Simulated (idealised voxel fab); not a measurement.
process module | voxel air gaps
Section cut is 215 nm wide and gridded with 5 nm square cells.
In this document a cross-section is written as a grid of square cells. It is given as a series of bands, listed from the top down, and a band is one or more rows of cells.
In this notation a band is specified by the heights of its top and bottom, in that order and in nm, after which its materials appear from left to right, each paired with its width in nm. The word "throughout" attached to a single material means that material fills the band from edge to edge; the word "air" stands for empty space.
Note: height 0 marks the level under which the wafer is uniformly one material as received. Lowest band unbounded below, written "top 0, no bottom".
Width: "30..40" (first number = top row, second number = bottom row, same change from row to row of cells).
You'll sometimes find "same as before" written for a step, and that's the way of saying that nowhere in the cross-section did a cell change during that step.
Basically, "Unvented internal voids" tells you about the enclosed voids: empty spaces with no open way to the top, 8 cells or bigger, each written width x height at distance, where distance is from the left edge, all in nm.
Formally, on a step line, whatever follows the settings is a remark that the simulator itself makes on the step.
A step line may carry the setting "overlay nm", which, for steps involving a mask, states the distance by which the mask lay to the right of its intended position; negative values denote displacement to the left.

-- The following list gives the planned process steps
1) RECEIVE [material Si]
2) CONFORMAL_DEP [material SiO2] [thk nm 15]
3) CONFORMAL_DEP [material SiCN] [thk nm 5]
4) DIRECTIONAL_DEP [material SiO2] [thk nm 35]
5) DIRECTIONAL_DEP [material aC] [thk nm 15]
6) PATTERN [tone open] [mask id LINES] [material resist] [width nm 25] [pitch nm 50] [thk nm 30] [overlay nm 0]
7) DIRECTIONAL_ETCH [etch materials aC] [depth nm 15]
8) STRIP [etch materials resist]
9) DIRECTIONAL_ETCH [etch materials SiO2] [depth nm 35]
10) STRIP [etch materials aC]
11) CONFORMAL_DEP [material TiN] [thk nm 5]
12) FILL_DEP [material W] [thk nm 5]
13) CMP [height nm 55]
14) EPI [material Ru] [thk nm 10]
15) SELECTIVE_ETCH [etch materials SiO2] [depth nm 45]
16) CONFORMAL_DEP [material SiCN] [thk nm 5]

-- Cross-sectional view of the wafer in its as-received condition, corresponding to the state after step 1
top 0, no bottom = Si throughout
Unvented internal voids: none

-- Run as planned - first of the two wafers cross-sectioned at the end of the module
top 70, bottom 65 = 30 air, 155 SiCN, 30 air
top 65, bottom 55 = 30 air, 5 SiCN, 45 Ru, 5 SiCN, 45 Ru, 5 SiCN, 45 Ru, 5 SiCN, 30 air
top 55, bottom 50 = 30 air, 15 SiCN, 5 TiN, 15 W, 5 TiN, 25 SiCN, 5 TiN, 15 W, 5 TiN, 25 SiCN, 5 TiN, 15 W, 5 TiN, 15 SiCN, 30 air
top 50, bottom 25 = 40 air, 5 SiCN, 5 TiN, 15 W, 5 TiN, 5 SiCN, 15 air, 5 SiCN, 5 TiN, 15 W, 5 TiN, 5 SiCN, 15 air, 5 SiCN, 5 TiN, 15 W, 5 TiN, 5 SiCN, 40 air
top 25, bottom 20 = 45 SiCN, 25 TiN, 25 SiCN, 25 TiN, 25 SiCN, 25 TiN, 45 SiCN
top 20, bottom 15 = SiCN throughout
top 15, bottom 0 = SiO2 throughout
top 0, no bottom = Si throughout
Unvented internal voids: 15 x 25 at 75; 15 x 25 at 125

-- Cross-sectional image of the second wafer of the two following completion of the module. Starting state and process plan were the same as for the first wafer; one execution error occurred
top 70, bottom 65 = 30 air, 155 SiCN, 30 air
top 65, bottom 55 = 30 air, 5 SiCN, 45 Ru, 5 SiCN, 45 Ru, 5 SiCN, 45 Ru, 5 SiCN, 30 air
top 55, bottom 50 = 30 air, 15 SiCN, 5 Ru, 15 W, 5 Ru, 25 SiCN, 5 Ru, 15 W, 5 Ru, 25 SiCN, 5 Ru, 15 W, 5 Ru, 15 SiCN, 30 air
top 50, bottom 25 = 40 air, 5 SiCN, 5 Ru, 15 W, 5 Ru, 5 SiCN, 15 air, 5 SiCN, 5 Ru, 15 W, 5 Ru, 5 SiCN, 15 air, 5 SiCN, 5 Ru, 15 W, 5 Ru, 5 SiCN, 40 air
top 25, bottom 20 = 45 SiCN, 25 Ru, 25 SiCN, 25 Ru, 25 SiCN, 25 Ru, 45 SiCN
top 20, bottom 15 = SiCN throughout
top 15, bottom 0 = SiO2 throughout
top 0, no bottom = Si throughout
Unvented internal voids: 15 x 25 at 75; 15 x 25 at 125
So what did we get wrong on this run? for step 11, the planned setting was not used; the step was instead run as CONFORMAL_DEP [material Ru] [thk nm 5]
Bottom line after processing is that, in cells, the second wafer is up or down on some materials versus the first: 51 more of Ru, 51 fewer of TiN
